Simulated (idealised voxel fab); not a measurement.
Process module under the name voxel fin reveal
For reference, the cross-section in this document is cut, with width 250 nm and square cells of 5 nm.
Think of the cross-section as a grid of square cells. We describe it in bands, top to bottom, and each band covers one or more rows of those cells.
Heads up on the band format: heights come first, top then bottom, in nm. After that it's the materials left to right, each with its width in nm. A single material flagged "everywhere" fills the whole band edge to edge, and "empty" means there's empty space there.
Height reference: 0 = level under which incoming wafer is all one material. Lowest band: no bottom, runs on downward, e.g. "0 nm and below".
It should be noted that a width expressed as "30 to 40" varies in equal increments from row to row of cells within the band, taking the value of the first number at the top row and that of the second number at the bottom row.
"nothing different" (step): cross-section cells unchanged, all of them.
If an empty space has no open way to the top and is at least 8 cells in size, "Voids, sealed" lists it, written width x height at distance, where distance is measured from the left edge and every value is in nm.
It should be noted that, on the line of a given step, the content following the step's settings is a remark produced by the simulator itself with respect to that step.
overlay nm: where the mask lay relative to plan, measured to the right, on steps with a mask; negatives go left.

THESE ARE THE STEPS WE PLANNED FOR THE PROCESS
step 1: RECEIVE with material Si
step 2: CONFORMAL_DEP with material SiN, thk nm 5
step 3: DIRECTIONAL_DEP with material aC, thk nm 15
step 4: PATTERN with tone cover, mask id FINS, material resist, width nm 15, pitch nm 35, thk nm 35, overlay nm 0
step 5: DIRECTIONAL_ETCH with etch materials aC, depth nm 15
step 6: STRIP with etch materials resist
step 7: DIRECTIONAL_ETCH with etch materials SiN, depth nm 5
step 8: DIRECTIONAL_ETCH with etch materials Si, depth nm 30
step 9: STRIP with etch materials aC
step 10: FILL_DEP with material SiO2, thk nm 5
step 11: CMP with height nm 5
step 12: SELECTIVE_ETCH with etch materials SiO2, depth nm 25
step 13: STRIP with etch materials SiN
step 14: CONFORMAL_DEP with material HfO2, thk nm 5

RUN AS PLANNED: FIRST OF TWO WAFERS

INCOMING WAFER IN CROSS-SECTION (STATE: AFTER STEP 1)
    0 nm and below = Si everywhere
    Voids, sealed: none

STATE OF THE WAFER AFTER STEP 2, SHOWN IN CROSS-SECTION
    5 nm to 0 nm = SiN everywhere
    Rest of section, below 0: as before.

STATE OF THE WAFER AFTER STEP 3, SHOWN IN CROSS-SECTION
    20 nm to 5 nm = aC everywhere
    Rest of section, below 5: as before.

STATE OF THE WAFER AFTER STEP 4, SHOWN IN CROSS-SECTION
    55 nm to 20 nm = 65 empty / 15 resist / 20 empty / 15 resist / 20 empty / 15 resist / 20 empty / 15 resist / 65 empty
    Rest of section, below 20: as before.

STATE OF THE WAFER AFTER STEP 5, SHOWN IN CROSS-SECTION
    40 nm to 20 nm = 65 empty / 15 resist / 20 empty / 15 resist / 20 empty / 15 resist / 20 empty / 15 resist / 65 empty
    20 nm to 5 nm = 65 empty / 15 aC / 20 empty / 15 aC / 20 empty / 15 aC / 20 empty / 15 aC / 65 empty
    Rest of section, below 5: as before.

STATE OF THE WAFER AFTER STEP 6, SHOWN IN CROSS-SECTION
    20 nm to 5 nm = 65 empty / 15 aC / 20 empty / 15 aC / 20 empty / 15 aC / 20 empty / 15 aC / 65 empty
    Rest of section, below 5: as before.

STATE OF THE WAFER AFTER STEP 7, SHOWN IN CROSS-SECTION
    20 nm to 5 nm = 65 empty / 15 aC / 20 empty / 15 aC / 20 empty / 15 aC / 20 empty / 15 aC / 65 empty
    5 nm to 0 nm = 65 empty / 15 SiN / 20 empty / 15 SiN / 20 empty / 15 SiN / 20 empty / 15 SiN / 65 empty
    Rest of section, below 0: as before.

STATE OF THE WAFER AFTER STEP 8, SHOWN IN CROSS-SECTION
    20 nm to 5 nm = 65 empty / 15 aC / 20 empty / 15 aC / 20 empty / 15 aC / 20 empty / 15 aC / 65 empty
    5 nm to 0 nm = 65 empty / 15 SiN / 20 empty / 15 SiN / 20 empty / 15 SiN / 20 empty / 15 SiN / 65 empty
    0 nm to -30 nm = 65 empty / 15 Si / 20 empty / 15 Si / 20 empty / 15 Si / 20 empty / 15 Si / 65 empty
    Rest of section, below -30: as before.

STATE OF THE WAFER AFTER STEP 9, SHOWN IN CROSS-SECTION
    5 nm to 0 nm = 65 empty / 15 SiN / 20 empty / 15 SiN / 20 empty / 15 SiN / 20 empty / 15 SiN / 65 empty
    Rest of section, below 0: as before.

STATE OF THE WAFER AFTER STEP 10, SHOWN IN CROSS-SECTION
    10 nm to 5 nm = SiO2 everywhere
    5 nm to 0 nm = 65 SiO2 / 15 SiN / 20 SiO2 / 15 SiN / 20 SiO2 / 15 SiN / 20 SiO2 / 15 SiN / 65 SiO2
    0 nm to -30 nm = 65 SiO2 / 15 Si / 20 SiO2 / 15 Si / 20 SiO2 / 15 Si / 20 SiO2 / 15 Si / 65 SiO2
    Rest of section, below -30: as before.

STATE OF THE WAFER AFTER STEP 11, SHOWN IN CROSS-SECTION
    5 nm to 0 nm = 65 SiO2 / 15 SiN / 20 SiO2 / 15 SiN / 20 SiO2 / 15 SiN / 20 SiO2 / 15 SiN / 65 SiO2
    Rest of section, below 0: as before.

STATE OF THE WAFER AFTER STEP 12, SHOWN IN CROSS-SECTION
    5 nm to 0 nm = 65 empty / 15 SiN / 20 empty / 15 SiN / 20 empty / 15 SiN / 20 empty / 15 SiN / 65 empty
    0 nm to -20 nm = 65 empty / 15 Si / 20 empty / 15 Si / 20 empty / 15 Si / 20 empty / 15 Si / 65 empty
    Rest of section, below -20: as before.

STATE OF THE WAFER AFTER STEP 13, SHOWN IN CROSS-SECTION
    0 nm to -20 nm = 65 empty / 15 Si / 20 empty / 15 Si / 20 empty / 15 Si / 20 empty / 15 Si / 65 empty
    Rest of section, below -20: as before.

STATE OF THE WAFER AFTER STEP 14, SHOWN IN CROSS-SECTION
    5 nm to 0 nm = 60 empty / 25 HfO2 / 10 empty / 25 HfO2 / 10 empty / 25 HfO2 / 10 empty / 25 HfO2 / 60 empty
    0 nm to -15 nm = 60 empty / 5 HfO2 / 15 Si / 5 HfO2 / 10 empty / 5 HfO2 / 15 Si / 5 HfO2 / 10 empty / 5 HfO2 / 15 Si / 5 HfO2 / 10 empty / 5 HfO2 / 15 Si / 5 HfO2 / 60 empty
    -15 nm to -20 nm = 65 HfO2 / 15 Si / 20 HfO2 / 15 Si / 20 HfO2 / 15 Si / 20 HfO2 / 15 Si / 65 HfO2
    Rest of section, below -20: as before.

WAFER TWO OF THE PAIR: SAME ORIGIN, SAME PLAN, ONE ERROR DURING THE RUN; IDENTICAL TO WAFER ONE UP TO AND INCLUDING STEP 3

SECOND WAFER, CROSS-SECTION, PLANNED END OF STEP 4
    55 nm to 20 nm = 65 resist / 15 empty / 20 resist / 15 empty / 20 resist / 15 empty / 20 resist / 15 empty / 65 resist
    Rest of section, below 20: as before.

SECOND WAFER, CROSS-SECTION, PLANNED END OF STEP 5
    40 nm to 20 nm = 65 resist / 15 empty / 20 resist / 15 empty / 20 resist / 15 empty / 20 resist / 15 empty / 65 resist
    20 nm to 5 nm = 65 aC / 15 empty / 20 aC / 15 empty / 20 aC / 15 empty / 20 aC / 15 empty / 65 aC
    Rest of section, below 5: as before.

SECOND WAFER, CROSS-SECTION, PLANNED END OF STEP 6
    20 nm to 5 nm = 65 aC / 15 empty / 20 aC / 15 empty / 20 aC / 15 empty / 20 aC / 15 empty / 65 aC
    Rest of section, below 5: as before.

SECOND WAFER, CROSS-SECTION, PLANNED END OF STEP 7
    20 nm to 5 nm = 65 aC / 15 empty / 20 aC / 15 empty / 20 aC / 15 empty / 20 aC / 15 empty / 65 aC
    5 nm to 0 nm = 65 SiN / 15 empty / 20 SiN / 15 empty / 20 SiN / 15 empty / 20 SiN / 15 empty / 65 SiN
    Rest of section, below 0: as before.

SECOND WAFER, CROSS-SECTION, PLANNED END OF STEP 8
    20 nm to 5 nm = 65 aC / 15 empty / 20 aC / 15 empty / 20 aC / 15 empty / 20 aC / 15 empty / 65 aC
    5 nm to 0 nm = 65 SiN / 15 empty / 20 SiN / 15 empty / 20 SiN / 15 empty / 20 SiN / 15 empty / 65 SiN
    0 nm to -30 nm = 65 Si / 15 empty / 20 Si / 15 empty / 20 Si / 15 empty / 20 Si / 15 empty / 65 Si
    Rest of section, below -30: as before.

SECOND WAFER, CROSS-SECTION, PLANNED END OF STEP 9
    5 nm to 0 nm = 65 SiN / 15 empty / 20 SiN / 15 empty / 20 SiN / 15 empty / 20 SiN / 15 empty / 65 SiN
    Rest of section, below 0: as before.

SECOND WAFER, CROSS-SECTION, PLANNED END OF STEP 10
    10 nm to 5 nm = SiO2 everywhere
    5 nm to 0 nm = 65 SiN / 15 SiO2 / 20 SiN / 15 SiO2 / 20 SiN / 15 SiO2 / 20 SiN / 15 SiO2 / 65 SiN
    0 nm to -30 nm = 65 Si / 15 SiO2 / 20 Si / 15 SiO2 / 20 Si / 15 SiO2 / 20 Si / 15 SiO2 / 65 Si
    Rest of section, below -30: as before.

SECOND WAFER, CROSS-SECTION, PLANNED END OF STEP 11
    5 nm to 0 nm = 65 SiN / 15 SiO2 / 20 SiN / 15 SiO2 / 20 SiN / 15 SiO2 / 20 SiN / 15 SiO2 / 65 SiN
    Rest of section, below 0: as before.

SECOND WAFER, CROSS-SECTION, PLANNED END OF STEP 12
    5 nm to 0 nm = 65 SiN / 15 empty / 20 SiN / 15 empty / 20 SiN / 15 empty / 20 SiN / 15 empty / 65 SiN
    0 nm to -20 nm = 65 Si / 15 empty / 20 Si / 15 empty / 20 Si / 15 empty / 20 Si / 15 empty / 65 Si
    Rest of section, below -20: as before.

SECOND WAFER, CROSS-SECTION, PLANNED END OF STEP 13
    0 nm to -20 nm = 65 Si / 15 empty / 20 Si / 15 empty / 20 Si / 15 empty / 20 Si / 15 empty / 65 Si
    Rest of section, below -20: as before.

SECOND WAFER, CROSS-SECTION, PLANNED END OF STEP 14
    5 nm to 0 nm = 70 HfO2 / 5 empty / 30 HfO2 / 5 empty / 30 HfO2 / 5 empty / 30 HfO2 / 5 empty / 70 HfO2
    0 nm to -15 nm = 65 Si / 5 HfO2 / 5 empty / 5 HfO2 / 20 Si / 5 HfO2 / 5 empty / 5 HfO2 / 20 Si / 5 HfO2 / 5 empty / 5 HfO2 / 20 Si / 5 HfO2 / 5 empty / 5 HfO2 / 65 Si
    -15 nm to -20 nm = 65 Si / 15 HfO2 / 20 Si / 15 HfO2 / 20 Si / 15 HfO2 / 20 Si / 15 HfO2 / 65 Si
    Rest of section, below -20: as before.
Heads up, the wafer didn't run the way we planned it: step 4: run off-plan, actual operation and settings PATTERN with tone open, mask id FINS, material resist, width nm 15, pitch nm 35, thk nm 35, overlay nm 0
The closing comparison, in cells, has the second wafer with more or fewer of some materials than the first: Si: 156 more | SiO2: 52 fewer
